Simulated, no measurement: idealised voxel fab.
Title: Process Module voxel capacitor over wiring
In the cross-section labelled cut, the width is 210 nm and each square cell is 5 nm.
A cross-section is written here as square cells arranged in a grid, and it is given in bands from the top down, each band taking up one or more rows of cells. Band: top and bottom heights (nm) first, top before bottom; then materials from left to right, widths in nm. "everywhere" marks a sole material filling the band edge to edge. "blank" denotes empty space. For the purposes of this specification, 0 denotes the height below which the wafer in its as-received condition is composed wholly of one material, and the lowermost band, lacking a lower limit, extends downward without end, as expressed in "0 and below". Note: "30..40" means the width goes from the first number (top row of the band) to the second number (bottom row) in equal steps per row of cells. Key: "nothing got changed" - step with no changed cell in the cross-section. Voids not open to the top, 8 cells minimum: see "Closed voids list". Written width x height at distance; distance is from the left edge; nm. The remark found on a step's line after its settings is issued by the simulator itself and pertains to that step. The line of a step may include "overlay nm". On a step with a mask, this value is how far to the right of its planned place the mask lay. A negative value means the mask lay to the left.
### Listed below are the process steps as planned
step 1: RECEIVE | material Si
step 2: CONFORMAL_DEP | material SiO2 | thk nm 15
step 3: CONFORMAL_DEP | material SiN | thk nm 5
step 4: DIRECTIONAL_DEP | material SiO2 | thk nm 25
step 5: PATTERN | tone open | mask id METAL_1 | material resist | width nm 30 | pitch nm 95 | thk nm 20 | overlay nm 0
step 6: DIRECTIONAL_ETCH | etch materials SiO2 | depth nm 25
step 7: DIRECTIONAL_ETCH | etch materials SiN | depth nm 5
step 8: STRIP | etch materials resist
step 9: CONFORMAL_DEP | material TiN | thk nm 5
step 10: FILL_DEP | material Cu | thk nm 10
step 11: CMP | height nm 45
step 12: EPI | material Ru | thk nm 5
step 13: FILL_DEP | material SiCN | thk nm 5
step 14: DIRECTIONAL_DEP | material lowk | thk nm 15
step 15: PATTERN | tone open | mask id PLUG_1 | material resist | width nm 15 | thk nm 15 | overlay nm -15
step 16: DIRECTIONAL_ETCH | etch materials lowk | depth nm 15
step 17: DIRECTIONAL_ETCH | etch materials SiCN | depth nm 5
step 18: STRIP | etch materials resist
step 19: CONFORMAL_DEP | material TiN | thk nm 5
step 20: FILL_DEP | material Cu | thk nm 10
step 21: CMP | height nm 70
step 22: DIRECTIONAL_DEP | material TiN | thk nm 10
step 23: DIRECTIONAL_DEP | material Al2O3 | thk nm 5
step 24: DIRECTIONAL_DEP | material TiN | thk nm 10
step 25: MASKED_ETCH | tone cover | mask id UPPER_PLATE | width nm 70 | etch materials TiN | depth nm 10 | overlay nm 0
step 26: MASKED_ETCH | tone cover | mask id UPPER_PLATE | width nm 70 | etch materials Al2O3 | depth nm 5 | overlay nm 0
step 27: DIRECTIONAL_DEP | material aC | thk nm 15
step 28: PATTERN | tone cover | mask id LOWER_PLATE | material resist | width nm 80 | thk nm 30 | overlay nm 0
step 29: DIRECTIONAL_ETCH | etch materials aC | depth nm 15
step 30: STRIP | etch materials resist
step 31: DIRECTIONAL_ETCH | etch materials TiN | depth nm 10
step 32: STRIP | etch materials aC
step 33: FILL_DEP | material SiO2 | thk nm 20
step 34: CMP | height nm 110
step 35: MASKED_ETCH | tone open | mask id PLUG_2 | width nm 15 | etch materials SiO2 | depth nm 15 | overlay nm 0
step 36: CONFORMAL_DEP | material TiN | thk nm 5
step 37: FILL_DEP | material Cu | thk nm 10
step 38: CMP | height nm 110
step 39: CONFORMAL_DEP | material SiCN | thk nm 5
Variable across wafers: step 15 overlay nm (plan value is that of the first wafer; starting state common to all).
### Received condition of the first of several wafers, sectioned: post-step 1
* 0 and below  Si everywhere
* Closed voids list: none
### each wafer at the end: cells of each material gained (+) or lost (-) since it was received, then its closed voids
overlay nm -15, +14 Al2O3, +45 Cu, +16 Ru, +107 SiCN, +30 SiN, +529 SiO2, +108 TiN, +117 lowk, Closed voids list: none
overlay nm -10, +14 Al2O3, +45 Cu, +16 Ru, +107 SiCN, +30 SiN, +529 SiO2, +108 TiN, +117 lowk, Closed voids list: none
overlay nm -5, +14 Al2O3, +45 Cu, +16 Ru, +107 SiCN, +30 SiN, +529 SiO2, +108 TiN, +117 lowk, Closed voids list: none
overlay nm 0, +14 Al2O3, +45 Cu, +16 Ru, +107 SiCN, +30 SiN, +529 SiO2, +108 TiN, +117 lowk, Closed voids list: none
overlay nm 5, +14 Al2O3, +45 Cu, +16 Ru, +107 SiCN, +30 SiN, +529 SiO2, +108 TiN, +117 lowk, Closed voids list: none
overlay nm 10, +14 Al2O3, +45 Cu, +16 Ru, +107 SiCN, +30 SiN, +529 SiO2, +108 TiN, +117 lowk, Closed voids list: none
overlay nm 15, +14 Al2O3, +45 Cu, +16 Ru, +107 SiCN, +30 SiN, +529 SiO2, +108 TiN, +117 lowk, Closed voids list: none
